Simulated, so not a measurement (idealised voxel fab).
process module | voxel gate over fins
cross-section cut | 240 nm wide | cells 5 nm
A cross-section is a grid of square cells, given in bands from the top down. A band is one or more rows of cells.
Each band's line starts with the height of the band's top and of its bottom, in nm. Then come its materials from left to right, each with its width in nm. One material with "throughout" fills the band from edge to edge. "air" is empty space.
Height 0 is the level under which the wafer as received is all one material. The lowest band goes on downwards, as in "0 down".
A width such as "30 to 40" changes by the same amount from each row of cells to the next, from the band's top row to its bottom row.
"no change" after a step means that no cell of the cross-section changed.
closed voids: empty space of 8 cells or more with no open way to the top, each as width x height at its distance from the left edge, in nm
after a step's settings: what the simulator itself notes on the step
overlay nm, on a step with a mask: how far to the right of its planned place the mask lay; to the left if negative
plan
1 op RECEIVE | material Si
2 op CONFORMAL_DEP | material SiN | thk nm 5
3 op PATTERN | tone cover | mask id FINS | material resist | width nm 15 | pitch nm 50 | thk nm 15 | overlay nm 0
4 op DIRECTIONAL_ETCH | etch materials SiN | depth nm 5
5 op DIRECTIONAL_ETCH | etch materials Si | depth nm 30
6 op STRIP | etch materials resist
7 op OXIDIZE | depth nm 5
8 op FILL_DEP | material SiO2 | thk nm 5
9 op CMP | height nm 5
10 op MASKED_ETCH | tone open | mask id RAIL | width nm 15 | etch materials SiO2 | depth nm 30 | overlay nm 0
11 op CONFORMAL_DEP | material TiN | thk nm 5
12 op FILL_DEP | material W | thk nm 10
13 op CMP | height nm 5
14 op SELECTIVE_ETCH | etch materials W Ru TiN | depth nm 20
15 op FILL_DEP | material SiO2 | thk nm 5
16 op CMP | height nm 5
17 op SELECTIVE_ETCH | etch materials SiO2 | depth nm 15
18 op STRIP | etch materials SiN
19 op CONFORMAL_DEP | material HfO2 | thk nm 5
20 op CONFORMAL_DEP | material TiN | thk nm 5
21 op FILL_DEP | material W | thk nm 15
22 op CMP | height nm 20
23 op CONFORMAL_DEP | material SiN | thk nm 5
first wafer, as planned
as received, after step 1
  0 down: Si throughout
  closed voids: none
after step 2
  5 to 0: SiN throughout
  below 0: unchanged
after step 3
  20 to 5: air 85 | resist 15 | air 35 | resist 15 | air 90
  below 5: unchanged
after step 4
  20 to 5: air 85 | resist 15 | air 35 | resist 15 | air 90
  5 to 0: air 85 | SiN 15 | air 35 | SiN 15 | air 90
  below 0: unchanged
after step 5
  20 to 5: air 85 | resist 15 | air 35 | resist 15 | air 90
  5 to 0: air 85 | SiN 15 | air 35 | SiN 15 | air 90
  0 to -30: air 85 | Si 15 | air 35 | Si 15 | air 90
  below -30: unchanged
after step 6
  5 to 0: air 85 | SiN 15 | air 35 | SiN 15 | air 90
  below 0: unchanged
after step 7
  5 to 0: air 85 | SiN 15 | air 35 | SiN 15 | air 90
  0 to -30: air 85 | SiO2 5 | Si 5 | SiO2 5 | air 35 | SiO2 5 | Si 5 | SiO2 5 | air 90
  -30 to -35: SiO2 90 | Si 5 | SiO2 45 | Si 5 | SiO2 95
  below -35: unchanged
after step 8
  10 to 5: SiO2 throughout
  5 to 0: SiO2 85 | SiN 15 | SiO2 35 | SiN 15 | SiO2 90
  0 to -35: SiO2 90 | Si 5 | SiO2 45 | Si 5 | SiO2 95
  below -35: unchanged
after step 9
  5 to 0: SiO2 85 | SiN 15 | SiO2 35 | SiN 15 | SiO2 90
  below 0: unchanged
after step 10
  5 to 0: SiO2 85 | SiN 15 | SiO2 10 | air 15 | SiO2 10 | SiN 15 | SiO2 90
  0 to -25: SiO2 90 | Si 5 | SiO2 15 | air 15 | SiO2 15 | Si 5 | SiO2 95
  below -25: unchanged
after step 11
  10 to 5: TiN 115 | air 5 | TiN 120
  5 to 0: SiO2 85 | SiN 15 | SiO2 10 | TiN 5 | air 5 | TiN 5 | SiO2 10 | SiN 15 | SiO2 90
  0 to -20: SiO2 90 | Si 5 | SiO2 15 | TiN 5 | air 5 | TiN 5 | SiO2 15 | Si 5 | SiO2 95
  -20 to -25: SiO2 90 | Si 5 | SiO2 15 | TiN 15 | SiO2 15 | Si 5 | SiO2 95
  below -25: unchanged
after step 12
  20 to 10: W throughout
  10 to 5: TiN 115 | W 5 | TiN 120
  5 to 0: SiO2 85 | SiN 15 | SiO2 10 | TiN 5 | W 5 | TiN 5 | SiO2 10 | SiN 15 | SiO2 90
  0 to -20: SiO2 90 | Si 5 | SiO2 15 | TiN 5 | W 5 | TiN 5 | SiO2 15 | Si 5 | SiO2 95
  below -20: unchanged
after step 13
  5 to 0: SiO2 85 | SiN 15 | SiO2 10 | TiN 5 | W 5 | TiN 5 | SiO2 10 | SiN 15 | SiO2 90
  below 0: unchanged
after step 14
  5 to 0: SiO2 85 | SiN 15 | SiO2 10 | air 15 | SiO2 10 | SiN 15 | SiO2 90
  0 to -15: SiO2 90 | Si 5 | SiO2 15 | air 15 | SiO2 15 | Si 5 | SiO2 95
  below -15: unchanged
after step 15
  10 to 5: SiO2 throughout
  5 to 0: SiO2 85 | SiN 15 | SiO2 35 | SiN 15 | SiO2 90
  0 to -15: SiO2 90 | Si 5 | SiO2 45 | Si 5 | SiO2 95
  below -15: unchanged
after step 16
  5 to 0: SiO2 85 | SiN 15 | SiO2 35 | SiN 15 | SiO2 90
  below 0: unchanged
after step 17
  5 to 0: air 85 | SiN 15 | air 35 | SiN 15 | air 90
  0 to -10: air 90 | Si 5 | air 45 | Si 5 | air 95
  below -10: unchanged
after step 18
  0 to -10: air 90 | Si 5 | air 45 | Si 5 | air 95
  below -10: unchanged
after step 19
  5 to 0: air 85 | HfO2 15 | air 35 | HfO2 15 | air 90
  0 to -5: air 85 | HfO2 5 | Si 5 | HfO2 5 | air 35 | HfO2 5 | Si 5 | HfO2 5 | air 90
  -5 to -10: HfO2 90 | Si 5 | HfO2 45 | Si 5 | HfO2 95
  below -10: unchanged
after step 20
  10 to 5: air 80 | TiN 25 | air 25 | TiN 25 | air 85
  5 to 0: air 80 | TiN 5 | HfO2 15 | TiN 5 | air 25 | TiN 5 | HfO2 15 | TiN 5 | air 85
  0 to -5: TiN 85 | HfO2 5 | Si 5 | HfO2 5 | TiN 35 | HfO2 5 | Si 5 | HfO2 5 | TiN 90
  below -5: unchanged
after step 21
  25 to 10: W throughout
  10 to 5: W 80 | TiN 25 | W 25 | TiN 25 | W 85
  5 to 0: W 80 | TiN 5 | HfO2 15 | TiN 5 | W 25 | TiN 5 | HfO2 15 | TiN 5 | W 85
  below 0: unchanged
after step 22
  20 to 10: W throughout
  below 10: unchanged
after step 23
  25 to 20: SiN throughout
  below 20: unchanged
second wafer: like start, like plan, one mistake. Through step 18 it matches the first wafer
when step 19 should have ended
  5 to 0: air 85 | SiN 15 | air 35 | SiN 15 | air 90
  0 to -5: air 85 | SiN 5 | Si 5 | SiN 5 | air 35 | SiN 5 | Si 5 | SiN 5 | air 90
  -5 to -10: SiN 90 | Si 5 | SiN 45 | Si 5 | SiN 95
  below -10: unchanged
when step 20 should have ended
  10 to 5: air 80 | TiN 25 | air 25 | TiN 25 | air 85
  5 to 0: air 80 | TiN 5 | SiN 15 | TiN 5 | air 25 | TiN 5 | SiN 15 | TiN 5 | air 85
  0 to -5: TiN 85 | SiN 5 | Si 5 | SiN 5 | TiN 35 | SiN 5 | Si 5 | SiN 5 | TiN 90
  below -5: unchanged
when step 21 should have ended
  25 to 10: W throughout
  10 to 5: W 80 | TiN 25 | W 25 | TiN 25 | W 85
  5 to 0: W 80 | TiN 5 | SiN 15 | TiN 5 | W 25 | TiN 5 | SiN 15 | TiN 5 | W 85
  below 0: unchanged
when step 22 should have ended
  20 to 10: W throughout
  below 10: unchanged
when step 23 should have ended
  25 to 20: SiN throughout
  below 20: unchanged
what went wrong: step 19 ran as: op CONFORMAL_DEP | material SiN | thk nm 5
at the end the second wafer has, in cells: 56 fewer of HfO2 | 56 more of SiN
